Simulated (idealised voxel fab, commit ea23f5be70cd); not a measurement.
Presented below is a process module, voxel wiring stack.
210 nm wide, 5 nm square cells: that's cross-section cut.
A cross-section is a grid of square cells, given in bands from the top down. A band is one or more rows of cells. In this notation a band is specified by the heights of its top and bottom, in that order and in nm, after which its materials appear from left to right, each paired with its width in nm. The word "full width" attached to a single material means that material fills the band from edge to edge; the word "air" stands for empty space. The reference from which all heights are counted is 0, the level beneath which the as-received wafer is entirely one material; the lowest band, having no lower bound, proceeds downward and is written after the example "from 0 down". Width "30->40": first value at the band's top row of cells, second value at its bottom row, equal change from row to row. "no change occurred" after a step means that no cell of the cross-section changed. "Unvented voids" enumerates empty spaces isolated from the top, with no open way to it, that contain at least 8 cells, giving each as width x height at distance from the left edge, all three in nm. Read whatever lies past the settings on a step's line as the simulator's own remark about the step. overlay nm: for a step with a mask, the amount by which the mask lay right of where it was planned; a negative amount means left of it. If you're wondering how to read the rest of this, here's the deal. It's pairs of cross-sections: one from before a process step, one from after it. The after one is only drawn as far down as the lowest band that changed. Right under each pair you'll see which step sits between them and what its settings were. Don't read the pairs as one continuous story, though. They can come from different runs of this module on the same starting wafer, and a pair only carries on from the one above it where its entry headed "Ahead of processing" says so.
[Ahead of processing]
- from 125 to 120 = SiN full width
- from 120 to 100 = lowk full width
- from 100 to 85 = 65 of SiO2 | 15 of Ru | 130 of SiO2
- from 85 to 80 = 65 of SiCN | 15 of Ru | 130 of SiCN
- from 80 to 65 = 65 of lowk | 5 of TiN | 20 of Cu | 5 of TiN | 15 of lowk | 5 of TiN | 20 of Cu | 5 of TiN | 70 of lowk
- from 65 to 60 = 65 of lowk | 5 of TiN | 5 of Cu | 20 of TiN | 15 of lowk | 30 of TiN | 70 of lowk
- from 60 to 45 = 65 of lowk | 5 of TiN | 5 of Cu | 5 of TiN | 130 of lowk
- from 45 to 40 = 65 of SiCN | 15 of TiN | 130 of SiCN
- from 40 to 15 = 65 of lowk | 5 of TiN | 20 of Cu | 5 of TiN | 15 of lowk | 5 of TiN | 20 of Cu | 5 of TiN | 70 of lowk
- from 15 to 10 = 65 of SiN | 30 of TiN | 15 of SiN | 30 of TiN | 70 of SiN
- from 10 to 0 = SiO2 full width
- from 0 down = Si full width
- Unvented voids: none
[Post-Step Cross-Section]
- from 145 to 125 = 65 of resist | 30 of air | 15 of resist | 30 of air | 70 of resist
- Under 125: no change, same as before.
- Unvented voids: none
What was done to get from the before section above to the after section? PATTERN with tone open, mask id METAL_3, material resist, width nm 30, pitch nm 45, thk nm 20, overlay nm 0
Ahead of processing: the state before this step is the cross-section shown after the step in the pair just above.
[Post-Step Cross-Section]
- from 145 to 125 = 65 of resist | 30 of air | 15 of resist | 30 of air | 70 of resist
- from 125 to 120 = 65 of SiN | 30 of air | 15 of SiN | 30 of air | 70 of SiN
- Under 120: no change, same as before.
- Unvented voids: none
What was done to get from the before section above to the after section? DIRECTIONAL_ETCH with etch materials SiN, depth nm 5
Ahead of processing: the state before this step is the cross-section shown after the step in the pair just above.
[Post-Step Cross-Section]
- from 125 to 120 = 65 of SiN | 30 of air | 15 of SiN | 30 of air | 70 of SiN
- Under 120: no change, same as before.
- Unvented voids: none
What was done to get from the before section above to the after section? STRIP with etch materials resist
Ahead of processing: the state before this step is the cross-section shown after the step in the pair just above.
[Post-Step Cross-Section]
- from 130 to 125 = 70 of TiN | 20 of air | 25 of TiN | 20 of air | 75 of TiN
- from 125 to 120 = 65 of SiN | 30 of TiN | 15 of SiN | 30 of TiN | 70 of SiN
- Under 120: no change, same as before.
- Unvented voids: none
What was done to get from the before section above to the after section? CONFORMAL_DEP with material TiN, thk nm 5
Ahead of processing: the state before this step is the cross-section shown after the step in the pair just above.
[Post-Step Cross-Section]
- from 135 to 130 = W full width
- from 130 to 125 = 70 of TiN | 20 of W | 25 of TiN | 20 of W | 75 of TiN
- Under 125: no change, same as before.
- Unvented voids: none
What was done to get from the before section above to the after section? FILL_DEP with material W, thk nm 5
Ahead of processing: the state before this step is the cross-section shown after the step in the pair just above.
[Post-Step Cross-Section]
- from 125 to 120 = 65 of SiN | 30 of TiN | 15 of SiN | 30 of TiN | 70 of SiN
- Under 120: no change, same as before.
- Unvented voids: none
What was done to get from the before section above to the after section? CMP with height nm 125
Ahead of processing: the state before this step is the cross-section shown after the step in the pair just above.
[Post-Step Cross-Section]
- from 130 to 125 = SiCN full width
- Under 125: no change, same as before.
- Unvented voids: none
What was done to get from the before section above to the after section? CONFORMAL_DEP with material SiCN, thk nm 5
[Ahead of processing]
- from 10 to 0 = SiO2 full width
- from 0 down = Si full width
- Unvented voids: none
[Post-Step Cross-Section]
- from 25 to 10 = SiN full width
- Under 10: no change, same as before.
- Unvented voids: none
What was done to get from the before section above to the after section? CONFORMAL_DEP with material SiN, thk nm 15
Ahead of processing: the state before this step is the cross-section shown after the step in the pair just above.
[Post-Step Cross-Section]
- from 50 to 25 = lowk full width
- Under 25: no change, same as before.
- Unvented voids: none
What was done to get from the before section above to the after section? DIRECTIONAL_DEP with material lowk, thk nm 25
Ahead of processing: the state before this step is the cross-section shown after the step in the pair just above.
[Post-Step Cross-Section]
- from 65 to 50 = aC full width
- Under 50: no change, same as before.
- Unvented voids: none
What was done to get from the before section above to the after section? DIRECTIONAL_DEP with material aC, thk nm 15
Ahead of processing: the state before this step is the cross-section shown after the step in the pair just above.
[Post-Step Cross-Section]
- from 95 to 65 = 65 of resist | 30 of air | 15 of resist | 30 of air | 70 of resist
- Under 65: no change, same as before.
- Unvented voids: none
What was done to get from the before section above to the after section? PATTERN with tone open, mask id METAL_1, material resist, width nm 30, pitch nm 45, thk nm 30, overlay nm 0
Ahead of processing: the state before this step is the cross-section shown after the step in the pair just above.
[Post-Step Cross-Section]
- from 80 to 65 = 65 of resist | 30 of air | 15 of resist | 30 of air | 70 of resist
- from 65 to 50 = 65 of aC | 30 of air | 15 of aC | 30 of air | 70 of aC
- Under 50: no change, same as before.
- Unvented voids: none
What was done to get from the before section above to the after section? DIRECTIONAL_ETCH with etch materials aC, depth nm 15
Ahead of processing: the state before this step is the cross-section shown after the step in the pair just above.
[Post-Step Cross-Section]
- from 65 to 50 = 65 of aC | 30 of air | 15 of aC | 30 of air | 70 of aC
- Under 50: no change, same as before.
- Unvented voids: none
What was done to get from the before section above to the after section? STRIP with etch materials resist
Ahead of processing: the state before this step is the cross-section shown after the step in the pair just above.
[Post-Step Cross-Section]
- from 65 to 50 = 65 of aC | 30 of air | 15 of aC | 30 of air | 70 of aC
- from 50 to 25 = 65 of lowk | 30 of air | 15 of lowk | 30 of air | 70 of lowk
- Under 25: no change, same as before.
- Unvented voids: none
What was done to get from the before section above to the after section? DIRECTIONAL_ETCH with etch materials lowk, depth nm 25
Ahead of processing: the state before this step is the cross-section shown after the step in the pair just above.
[Post-Step Cross-Section]
- from 65 to 50 = 65 of aC | 30 of air | 15 of aC | 30 of air | 70 of aC
- from 50 to 25 = 65 of lowk | 30 of air | 15 of lowk | 30 of air | 70 of lowk
- from 25 to 20 = 65 of SiN | 30 of air | 15 of SiN | 30 of air | 70 of SiN
- Under 20: no change, same as before.
- Unvented voids: none
What was done to get from the before section above to the after section? DIRECTIONAL_ETCH with etch materials SiN, depth nm 5
Ahead of processing: the state before this step is the cross-section shown after the step in the pair just above.
[Post-Step Cross-Section]
- from 50 to 25 = 65 of lowk | 30 of air | 15 of lowk | 30 of air | 70 of lowk
- Under 25: no change, same as before.
- Unvented voids: none
What was done to get from the before section above to the after section? STRIP with etch materials aC
Ahead of processing: the state before this step is the cross-section shown after the step in the pair just above.
[Post-Step Cross-Section]
- from 55 to 50 = 70 of TiN | 20 of air | 25 of TiN | 20 of air | 75 of TiN
- from 50 to 25 = 65 of lowk | 5 of TiN | 20 of air | 5 of TiN | 15 of lowk | 5 of TiN | 20 of air | 5 of TiN | 70 of lowk
- from 25 to 20 = 65 of SiN | 30 of TiN | 15 of SiN | 30 of TiN | 70 of SiN
- Under 20: no change, same as before.
- Unvented voids: none
What was done to get from the before section above to the after section? CONFORMAL_DEP with material TiN, thk nm 5
Ahead of processing: the state before this step is the cross-section shown after the step in the pair just above.
[Post-Step Cross-Section]
- from 60 to 55 = Cu full width
- from 55 to 50 = 70 of TiN | 20 of Cu | 25 of TiN | 20 of Cu | 75 of TiN
- from 50 to 25 = 65 of lowk | 5 of TiN | 20 of Cu | 5 of TiN | 15 of lowk | 5 of TiN | 20 of Cu | 5 of TiN | 70 of lowk
- Under 25: no change, same as before.
- Unvented voids: none
What was done to get from the before section above to the after section? FILL_DEP with material Cu, thk nm 5
Ahead of processing: the state before this step is the cross-section shown after the step in the pair just above.
[Post-Step Cross-Section]
- from 40 to 25 = 65 of lowk | 5 of TiN | 20 of Cu | 5 of TiN | 15 of lowk | 5 of TiN | 20 of Cu | 5 of TiN | 70 of lowk
- Under 25: no change, same as before.
- Unvented voids: none
What was done to get from the before section above to the after section? CMP with height nm 40
Ahead of processing: the state before this step is the cross-section shown after the step in the pair just above.
[Post-Step Cross-Section]
- from 45 to 40 = SiCN full width
- Under 40: no change, same as before.
- Unvented voids: none
What was done to get from the before section above to the after section? CONFORMAL_DEP with material SiCN, thk nm 5
Ahead of processing: the state before this step is the cross-section shown after the step in the pair just above.
[Post-Step Cross-Section]
- from 80 to 45 = lowk full width
- Under 45: no change, same as before.
- Unvented voids: none
What was done to get from the before section above to the after section? DIRECTIONAL_DEP with material lowk, thk nm 35
Ahead of processing: the state before this step is the cross-section shown after the step in the pair just above.
[Post-Step Cross-Section]
- from 95 to 80 = aC full width
- Under 80: no change, same as before.
- Unvented voids: none
What was done to get from the before section above to the after section? DIRECTIONAL_DEP with material aC, thk nm 15
Ahead of processing: the state before this step is the cross-section shown after the step in the pair just above.
[Post-Step Cross-Section]
- from 130 to 95 = 65 of resist | 15 of air | 130 of resist
- Under 95: no change, same as before.
- Unvented voids: none
What was done to get from the before section above to the after section? PATTERN with tone open, mask id METAL_2_HOLES, material resist, width nm 15, thk nm 35, overlay nm 0
Ahead of processing: the state before this step is the cross-section shown after the step in the pair just above.
[Post-Step Cross-Section]
- from 115 to 95 = 65 of resist | 15 of air | 130 of resist
- from 95 to 80 = 65 of aC | 15 of air | 130 of aC
- Under 80: no change, same as before.
- Unvented voids: none
What was done to get from the before section above to the after section? DIRECTIONAL_ETCH with etch materials aC, depth nm 15
Ahead of processing: the state before this step is the cross-section shown after the step in the pair just above.
[Post-Step Cross-Section]
- from 95 to 80 = 65 of aC | 15 of air | 130 of aC
- Under 80: no change, same as before.
- Unvented voids: none
What was done to get from the before section above to the after section? STRIP with etch materials resist
Ahead of processing: the state before this step is the cross-section shown after the step in the pair just above.
[Post-Step Cross-Section]
- from 95 to 80 = 65 of aC | 15 of air | 130 of aC
- from 80 to 45 = 65 of lowk | 15 of air | 130 of lowk
- Under 45: no change, same as before.
- Unvented voids: none
What was done to get from the before section above to the after section? DIRECTIONAL_ETCH with etch materials lowk, depth nm 35
Ahead of processing: the state before this step is the cross-section shown after the step in the pair just above.
[Post-Step Cross-Section]
- from 80 to 45 = 65 of lowk | 15 of air | 130 of lowk
- Under 45: no change, same as before.
- Unvented voids: none
What was done to get from the before section above to the after section? STRIP with etch materials aC
Ahead of processing: the state before this step is the cross-section shown after the step in the pair just above.
[Post-Step Cross-Section]
- from 95 to 80 = 65 of aC | 15 of air | 130 of aC
- from 80 to 60 = 65 of lowk | 15 of air | 130 of lowk
- from 60 to 45 = 65 of lowk | 15 of aC | 130 of lowk
- Under 45: no change, same as before.
- Unvented voids: none
What was done to get from the before section above to the after section? DIRECTIONAL_DEP with material aC, thk nm 15
Ahead of processing: the state before this step is the cross-section shown after the step in the pair just above.
[Post-Step Cross-Section]
- from 125 to 95 = 65 of resist | 30 of air | 15 of resist | 30 of air | 70 of resist
- Under 95: no change, same as before.
- Unvented voids: none
What was done to get from the before section above to the after section? PATTERN with tone open, mask id METAL_2, material resist, width nm 30, pitch nm 45, thk nm 30, overlay nm 0
Ahead of processing: the state before this step is the cross-section shown after the step in the pair just above.
[Post-Step Cross-Section]
- from 110 to 95 = 65 of resist | 30 of air | 15 of resist | 30 of air | 70 of resist
- from 95 to 80 = 65 of aC | 30 of air | 15 of aC | 30 of air | 70 of aC
- from 80 to 45 = 65 of lowk | 15 of air | 130 of lowk
- Under 45: no change, same as before.
- Unvented voids: none
What was done to get from the before section above to the after section? DIRECTIONAL_ETCH with etch materials aC, depth nm 15
Ahead of processing: the state before this step is the cross-section shown after the step in the pair just above.
[Post-Step Cross-Section]
- from 95 to 80 = 65 of aC | 30 of air | 15 of aC | 30 of air | 70 of aC
- Under 80: no change, same as before.
- Unvented voids: none
What was done to get from the before section above to the after section? STRIP with etch materials resist
Ahead of processing: the state before this step is the cross-section shown after the step in the pair just above.
[Post-Step Cross-Section]
- from 95 to 80 = 65 of aC | 30 of air | 15 of aC | 30 of air | 70 of aC
- from 80 to 60 = 65 of lowk | 30 of air | 15 of lowk | 30 of air | 70 of lowk
- Under 60: no change, same as before.
- Unvented voids: none
What was done to get from the before section above to the after section? DIRECTIONAL_ETCH with etch materials lowk, depth nm 20
Ahead of processing: the state before this step is the cross-section shown after the step in the pair just above.
[Post-Step Cross-Section]
- from 95 to 80 = 65 of aC | 30 of air | 15 of aC | 30 of air | 70 of aC
- from 80 to 60 = 65 of lowk | 30 of air | 15 of lowk | 30 of air | 70 of lowk
- from 60 to 45 = 65 of lowk | 15 of air | 130 of lowk
- from 45 to 40 = 65 of SiCN | 15 of air | 130 of SiCN
- Under 40: no change, same as before.
- Unvented voids: none
What was done to get from the before section above to the after section? DIRECTIONAL_ETCH with etch materials SiCN, depth nm 5
Ahead of processing: the state before this step is the cross-section shown after the step in the pair just above.
[Post-Step Cross-Section]
- from 80 to 60 = 65 of lowk | 30 of air | 15 of lowk | 30 of air | 70 of lowk
- Under 60: no change, same as before.
- Unvented voids: none
What was done to get from the before section above to the after section? STRIP with etch materials aC
Ahead of processing: the state before this step is the cross-section shown after the step in the pair just above.
[Post-Step Cross-Section]
- from 85 to 80 = 70 of TiN | 20 of air | 25 of TiN | 20 of air | 75 of TiN
- from 80 to 65 = 65 of lowk | 5 of TiN | 20 of air | 5 of TiN | 15 of lowk | 5 of TiN | 20 of air | 5 of TiN | 70 of lowk
- from 65 to 60 = 65 of lowk | 5 of TiN | 5 of air | 20 of TiN | 15 of lowk | 30 of TiN | 70 of lowk
- from 60 to 45 = 65 of lowk | 5 of TiN | 5 of air | 5 of TiN | 130 of lowk
- from 45 to 40 = 65 of SiCN | 15 of TiN | 130 of SiCN
- Under 40: no change, same as before.
- Unvented voids: none
What was done to get from the before section above to the after section? CONFORMAL_DEP with material TiN, thk nm 5
Ahead of processing: the state before this step is the cross-section shown after the step in the pair just above.
[Post-Step Cross-Section]
- from 90 to 85 = Cu full width
- from 85 to 80 = 70 of TiN | 20 of Cu | 25 of TiN | 20 of Cu | 75 of TiN
- from 80 to 65 = 65 of lowk | 5 of TiN | 20 of Cu | 5 of TiN | 15 of lowk | 5 of TiN | 20 of Cu | 5 of TiN | 70 of lowk
- from 65 to 60 = 65 of lowk | 5 of TiN | 5 of Cu | 20 of TiN | 15 of lowk | 30 of TiN | 70 of lowk
- from 60 to 45 = 65 of lowk | 5 of TiN | 5 of Cu | 5 of TiN | 130 of lowk
- Under 45: no change, same as before.
- Unvented voids: none
What was done to get from the before section above to the after section? FILL_DEP with material Cu, thk nm 5
Ahead of processing: the state before this step is the cross-section shown after the step in the pair just above.
[Post-Step Cross-Section]
- from 80 to 65 = 65 of lowk | 5 of TiN | 20 of Cu | 5 of TiN | 15 of lowk | 5 of TiN | 20 of Cu | 5 of TiN | 70 of lowk
- Under 65: no change, same as before.
- Unvented voids: none
What was done to get from the before section above to the after section? CMP with height nm 80
Ahead of processing: the state before this step is the cross-section shown after the step in the pair just above.
[Post-Step Cross-Section]
- from 85 to 80 = SiCN full width
- Under 80: no change, same as before.
- Unvented voids: none
What was done to get from the before section above to the after section? CONFORMAL_DEP with material SiCN, thk nm 5
Ahead of processing: the state before this step is the cross-section shown after the step in the pair just above.
[Post-Step Cross-Section]
- from 100 to 85 = SiO2 full width
- Under 85: no change, same as before.
- Unvented voids: none
What was done to get from the before section above to the after section? DIRECTIONAL_DEP with material SiO2, thk nm 15
Ahead of processing: the state before this step is the cross-section shown after the step in the pair just above.
[Post-Step Cross-Section]
- from 100 to 85 = 65 of SiO2 | 15 of air | 130 of SiO2
- Under 85: no change, same as before.
- Unvented voids: none
What was done to get from the before section above to the after section? MASKED_ETCH with tone open, mask id PLUG_2, width nm 15, etch materials SiO2, depth nm 15, overlay nm 0
Ahead of processing: the state before this step is the cross-section shown after the step in the pair just above.
[Post-Step Cross-Section]
- from 100 to 85 = 65 of SiO2 | 15 of air | 130 of SiO2
- from 85 to 80 = 65 of SiCN | 15 of air | 130 of SiCN
- Under 80: no change, same as before.
- Unvented voids: none
What was done to get from the before section above to the after section? MASKED_ETCH with tone open, mask id PLUG_2, width nm 15, etch materials SiCN, depth nm 5, overlay nm 0
Ahead of processing: the state before this step is the cross-section shown after the step in the pair just above.
[Post-Step Cross-Section]
- from 100 to 90 = 65 of SiO2 | 15 of air | 130 of SiO2
- from 90 to 85 = 65 of SiO2 | 15 of Ru | 130 of SiO2
- from 85 to 80 = 65 of SiCN | 15 of Ru | 130 of SiCN
- Under 80: no change, same as before.
- Unvented voids: none
What was done to get from the before section above to the after section? EPI with material Ru, thk nm 10
Ahead of processing: the state before this step is the cross-section shown after the step in the pair just above.
[Post-Step Cross-Section]
- from 100 to 85 = 65 of SiO2 | 15 of Ru | 130 of SiO2
- Under 85: no change, same as before.
- Unvented voids: none
What was done to get from the before section above to the after section? EPI with material Ru, thk nm 10
Ahead of processing: the state before this step is the cross-section shown after the step in the pair just above.
[Post-Step Cross-Section]
- from 105 to 100 = SiN full width
- Under 100: no change, same as before.
- Unvented voids: none
What was done to get from the before section above to the after section? CONFORMAL_DEP with material SiN, thk nm 5
Ahead of processing: the state before this step is the cross-section shown after the step in the pair just above.
[Post-Step Cross-Section]
- from 125 to 105 = lowk full width
- Under 105: no change, same as before.
- Unvented voids: none
What was done to get from the before section above to the after section? DIRECTIONAL_DEP with material lowk, thk nm 20
Ahead of processing: the state before this step is the cross-section shown after the step in the pair just above.
[Post-Step Cross-Section]
- from 145 to 125 = 65 of resist | 30 of air | 15 of resist | 30 of air | 70 of resist
- Under 125: no change, same as before.
- Unvented voids: none
What was done to get from the before section above to the after section? PATTERN with tone open, mask id METAL_3, material resist, width nm 30, pitch nm 45, thk nm 20, overlay nm 0
Ahead of processing: the state before this step is the cross-section shown after the step in the pair just above.
[Post-Step Cross-Section]
- from 145 to 125 = 65 of resist | 30 of air | 15 of resist | 30 of air | 70 of resist
- from 125 to 105 = 65 of lowk | 30 of air | 15 of lowk | 30 of air | 70 of lowk
- Under 105: no change, same as before.
- Unvented voids: none
What was done to get from the before section above to the after section? DIRECTIONAL_ETCH with etch materials lowk, depth nm 20
Ahead of processing: the state before this step is the cross-section shown after the step in the pair just above.
[Post-Step Cross-Section]
- from 145 to 125 = 65 of resist | 30 of air | 15 of resist | 30 of air | 70 of resist
- from 125 to 105 = 65 of lowk | 30 of air | 15 of lowk | 30 of air | 70 of lowk
- from 105 to 100 = 65 of SiN | 30 of air | 15 of SiN | 30 of air | 70 of SiN
- Under 100: no change, same as before.
- Unvented voids: none
What was done to get from the before section above to the after section? DIRECTIONAL_ETCH with etch materials SiN, depth nm 5
Ahead of processing: the state before this step is the cross-section shown after the step in the pair just above.
[Post-Step Cross-Section]
- from 125 to 105 = 65 of lowk | 30 of air | 15 of lowk | 30 of air | 70 of lowk
- Under 105: no change, same as before.
- Unvented voids: none
What was done to get from the before section above to the after section? STRIP with etch materials resist
Ahead of processing: the state before this step is the cross-section shown after the step in the pair just above.
[Post-Step Cross-Section]
- from 130 to 125 = 70 of TiN | 20 of air | 25 of TiN | 20 of air | 75 of TiN
- from 125 to 105 = 65 of lowk | 5 of TiN | 20 of air | 5 of TiN | 15 of lowk | 5 of TiN | 20 of air | 5 of TiN | 70 of lowk
- from 105 to 100 = 65 of SiN | 30 of TiN | 15 of SiN | 30 of TiN | 70 of SiN
- Under 100: no change, same as before.
- Unvented voids: none
What was done to get from the before section above to the after section? CONFORMAL_DEP with material TiN, thk nm 5
Ahead of processing: the state before this step is the cross-section shown after the step in the pair just above.
[Post-Step Cross-Section]
- from 135 to 130 = W full width
- from 130 to 125 = 70 of TiN | 20 of W | 25 of TiN | 20 of W | 75 of TiN
- from 125 to 105 = 65 of lowk | 5 of TiN | 20 of W | 5 of TiN | 15 of lowk | 5 of TiN | 20 of W | 5 of TiN | 70 of lowk
- Under 105: no change, same as before.
- Unvented voids: none
What was done to get from the before section above to the after section? FILL_DEP with material W, thk nm 5
Ahead of processing: the state before this step is the cross-section shown after the step in the pair just above.
[Post-Step Cross-Section]
- from 125 to 105 = 65 of lowk | 5 of TiN | 20 of W | 5 of TiN | 15 of lowk | 5 of TiN | 20 of W | 5 of TiN | 70 of lowk
- Under 105: no change, same as before.
- Unvented voids: none
What was done to get from the before section above to the after section? CMP with height nm 125
Ahead of processing: the state before this step is the cross-section shown after the step in the pair just above.
[Post-Step Cross-Section]
- from 130 to 125 = SiCN full width
- Under 125: no change, same as before.
- Unvented voids: none
What was done to get from the before section above to the after section? CONFORMAL_DEP with material SiCN, thk nm 5
[Ahead of processing]
- from 95 to 80 = 65 of aC | 15 of air | 130 of aC
- from 80 to 60 = 65 of lowk | 15 of air | 130 of lowk
- from 60 to 45 = 65 of lowk | 15 of aC | 130 of lowk
- from 45 to 40 = SiCN full width
- from 40 to 15 = 65 of lowk | 5 of TiN | 20 of Cu | 5 of TiN | 15 of lowk | 5 of TiN | 20 of Cu | 5 of TiN | 70 of lowk
- from 15 to 10 = 65 of SiN | 30 of TiN | 15 of SiN | 30 of TiN | 70 of SiN
- from 10 to 0 = SiO2 full width
- from 0 down = Si full width
- Unvented voids: none
[Post-Step Cross-Section]
- from 125 to 95 = 70 of resist | 25 of air | 20 of resist | 25 of air | 70 of resist
- from 95 to 80 = 65 of aC | 5 of resist | 10 of air | 130 of aC
- from 80 to 60 = 65 of lowk | 5 of resist | 10 of air | 130 of lowk
- Under 60: no change, same as before.
- Unvented voids: none
What was done to get from the before section above to the after section? PATTERN with tone open, mask id METAL_2, material resist, width nm 25, pitch nm 45, thk nm 30, overlay nm 0
Ahead of processing: the state before this step is the cross-section shown after the step in the pair just above.
[Post-Step Cross-Section]
- from 110 to 95 = 70 of resist | 25 of air | 20 of resist | 25 of air | 70 of resist
- from 95 to 80 = 65 of aC | 5 of resist | 25 of air | 20 of aC | 25 of air | 70 of aC
- from 80 to 60 = 65 of lowk | 5 of resist | 10 of air | 130 of lowk
- from 60 to 45 = 65 of lowk | 5 of aC | 10 of air | 130 of lowk
- Under 45: no change, same as before.
- Unvented voids: none
What was done to get from the before section above to the after section? DIRECTIONAL_ETCH with etch materials aC, depth nm 15
Ahead of processing: the state before this step is the cross-section shown after the step in the pair just above.
[Post-Step Cross-Section]
- from 95 to 80 = 65 of aC | 30 of air | 20 of aC | 25 of air | 70 of aC
- from 80 to 60 = 65 of lowk | 15 of air | 130 of lowk
- Under 60: no change, same as before.
- Unvented voids: none
What was done to get from the before section above to the after section? STRIP with etch materials resist
Ahead of processing: the state before this step is the cross-section shown after the step in the pair just above.
[Post-Step Cross-Section]
- from 95 to 80 = 65 of aC | 30 of air | 20 of aC | 25 of air | 70 of aC
- from 80 to 60 = 65 of lowk | 30 of air | 20 of lowk | 25 of air | 70 of lowk
- Under 60: no change, same as before.
- Unvented voids: none
What was done to get from the before section above to the after section? DIRECTIONAL_ETCH with etch materials lowk, depth nm 20
Ahead of processing: the state before this step is the cross-section shown after the step in the pair just above.
[Post-Step Cross-Section]
- from 95 to 80 = 65 of aC | 30 of air | 20 of aC | 25 of air | 70 of aC
- from 80 to 60 = 65 of lowk | 30 of air | 20 of lowk | 25 of air | 70 of lowk
- from 60 to 45 = 65 of lowk | 5 of aC | 10 of air | 130 of lowk
- from 45 to 40 = 70 of SiCN | 10 of air | 130 of SiCN
- Under 40: no change, same as before.
- Unvented voids: none
What was done to get from the before section above to the after section? DIRECTIONAL_ETCH with etch materials SiCN, depth nm 5
Ahead of processing: the state before this step is the cross-section shown after the step in the pair just above.
[Post-Step Cross-Section]
- from 80 to 60 = 65 of lowk | 30 of air | 20 of lowk | 25 of air | 70 of lowk
- from 60 to 45 = 65 of lowk | 15 of air | 130 of lowk
- Under 45: no change, same as before.
- Unvented voids: none
What was done to get from the before section above to the after section? STRIP with etch materials aC
Ahead of processing: the state before this step is the cross-section shown after the step in the pair just above.
[Post-Step Cross-Section]
- from 85 to 80 = 70 of TiN | 20 of air | 30 of TiN | 15 of air | 75 of TiN
- from 80 to 65 = 65 of lowk | 5 of TiN | 20 of air | 5 of TiN | 20 of lowk | 5 of TiN | 15 of air | 5 of TiN | 70 of lowk
- from 65 to 60 = 65 of lowk | 5 of TiN | 5 of air | 20 of TiN | 20 of lowk | 25 of TiN | 70 of lowk
- from 60 to 50 = 65 of lowk | 5 of TiN | 5 of air | 5 of TiN | 130 of lowk
- from 50 to 45 = 65 of lowk | 15 of TiN | 130 of lowk
- from 45 to 40 = 70 of SiCN | 10 of TiN | 130 of SiCN
- Under 40: no change, same as before.
- Unvented voids: none
What was done to get from the before section above to the after section? CONFORMAL_DEP with material TiN, thk nm 5
Ahead of processing: the state before this step is the cross-section shown after the step in the pair just above.
[Post-Step Cross-Section]
- from 90 to 85 = Cu full width
- from 85 to 80 = 70 of TiN | 20 of Cu | 30 of TiN | 15 of Cu | 75 of TiN
- from 80 to 65 = 65 of lowk | 5 of TiN | 20 of Cu | 5 of TiN | 20 of lowk | 5 of TiN | 15 of Cu | 5 of TiN | 70 of lowk
- from 65 to 60 = 65 of lowk | 5 of TiN | 5 of Cu | 20 of TiN | 20 of lowk | 25 of TiN | 70 of lowk
- from 60 to 50 = 65 of lowk | 5 of TiN | 5 of Cu | 5 of TiN | 130 of lowk
- Under 50: no change, same as before.
- Unvented voids: none
What was done to get from the before section above to the after section? FILL_DEP with material Cu, thk nm 5
Ahead of processing: the state before this step is the cross-section shown after the step in the pair just above.
[Post-Step Cross-Section]
- from 80 to 65 = 65 of lowk | 5 of TiN | 20 of Cu | 5 of TiN | 20 of lowk | 5 of TiN | 15 of Cu | 5 of TiN | 70 of lowk
- Under 65: no change, same as before.
- Unvented voids: none
What was done to get from the before section above to the after section? CMP with height nm 80
Ahead of processing: the state before this step is the cross-section shown after the step in the pair just above.
[Post-Step Cross-Section]
- from 85 to 80 = SiCN full width
- Under 80: no change, same as before.
- Unvented voids: none
What was done to get from the before section above to the after section? CONFORMAL_DEP with material SiCN, thk nm 5
Ahead of processing: the state before this step is the cross-section shown after the step in the pair just above.
[Post-Step Cross-Section]
- from 100 to 85 = SiO2 full width
- Under 85: no change, same as before.
- Unvented voids: none
What was done to get from the before section above to the after section? DIRECTIONAL_DEP with material SiO2, thk nm 15
Ahead of processing: the state before this step is the cross-section shown after the step in the pair just above.
[Post-Step Cross-Section]
- from 100 to 85 = 65 of SiO2 | 15 of air | 130 of SiO2
- Under 85: no change, same as before.
- Unvented voids: none
What was done to get from the before section above to the after section? MASKED_ETCH with tone open, mask id PLUG_2, width nm 15, etch materials SiO2, depth nm 15, overlay nm 0
Ahead of processing: the state before this step is the cross-section shown after the step in the pair just above.
[Post-Step Cross-Section]
- from 100 to 85 = 65 of SiO2 | 15 of air | 130 of SiO2
- from 85 to 80 = 65 of SiCN | 15 of air | 130 of SiCN
- Under 80: no change, same as before.
- Unvented voids: none
What was done to get from the before section above to the after section? MASKED_ETCH with tone open, mask id PLUG_2, width nm 15, etch materials SiCN, depth nm 5, overlay nm 0
Ahead of processing: the state before this step is the cross-section shown after the step in the pair just above.
[Post-Step Cross-Section]
- from 100 to 90 = 65 of SiO2 | 15 of air | 130 of SiO2
- from 90 to 85 = 65 of SiO2 | 15 of Ru | 130 of SiO2
- from 85 to 80 = 65 of SiCN | 15 of Ru | 130 of SiCN
- Under 80: no change, same as before.
- Unvented voids: none
What was done to get from the before section above to the after section? EPI with material Ru, thk nm 10
Ahead of processing: the state before this step is the cross-section shown after the step in the pair just above.
[Post-Step Cross-Section]
- from 100 to 85 = 65 of SiO2 | 15 of Ru | 130 of SiO2
- Under 85: no change, same as before.
- Unvented voids: none
What was done to get from the before section above to the after section? EPI with material Ru, thk nm 10
Ahead of processing: the state before this step is the cross-section shown after the step in the pair just above.
[Post-Step Cross-Section]
- from 105 to 100 = SiN full width
- Under 100: no change, same as before.
- Unvented voids: none
What was done to get from the before section above to the after section? CONFORMAL_DEP with material SiN, thk nm 5
Ahead of processing: the state before this step is the cross-section shown after the step in the pair just above.
[Post-Step Cross-Section]
- from 125 to 105 = lowk full width
- Under 105: no change, same as before.
- Unvented voids: none
What was done to get from the before section above to the after section? DIRECTIONAL_DEP with material lowk, thk nm 20
Ahead of processing: the state before this step is the cross-section shown after the step in the pair just above.
[Post-Step Cross-Section]
- from 145 to 125 = 65 of resist | 30 of air | 15 of resist | 30 of air | 70 of resist
- Under 125: no change, same as before.
- Unvented voids: none
What was done to get from the before section above to the after section? PATTERN with tone open, mask id METAL_3, material resist, width nm 30, pitch nm 45, thk nm 20, overlay nm 0
Ahead of processing: the state before this step is the cross-section shown after the step in the pair just above.
[Post-Step Cross-Section]
- from 145 to 125 = 65 of resist | 30 of air | 15 of resist | 30 of air | 70 of resist
- from 125 to 105 = 65 of lowk | 30 of air | 15 of lowk | 30 of air | 70 of lowk
- Under 105: no change, same as before.
- Unvented voids: none
What was done to get from the before section above to the after section? DIRECTIONAL_ETCH with etch materials lowk, depth nm 20
Ahead of processing: the state before this step is the cross-section shown after the step in the pair just above.
[Post-Step Cross-Section]
- from 145 to 125 = 65 of resist | 30 of air | 15 of resist | 30 of air | 70 of resist
- from 125 to 105 = 65 of lowk | 30 of air | 15 of lowk | 30 of air | 70 of lowk
- from 105 to 100 = 65 of SiN | 30 of air | 15 of SiN | 30 of air | 70 of SiN
- Under 100: no change, same as before.
- Unvented voids: none
What was done to get from the before section above to the after section? DIRECTIONAL_ETCH with etch materials SiN, depth nm 5
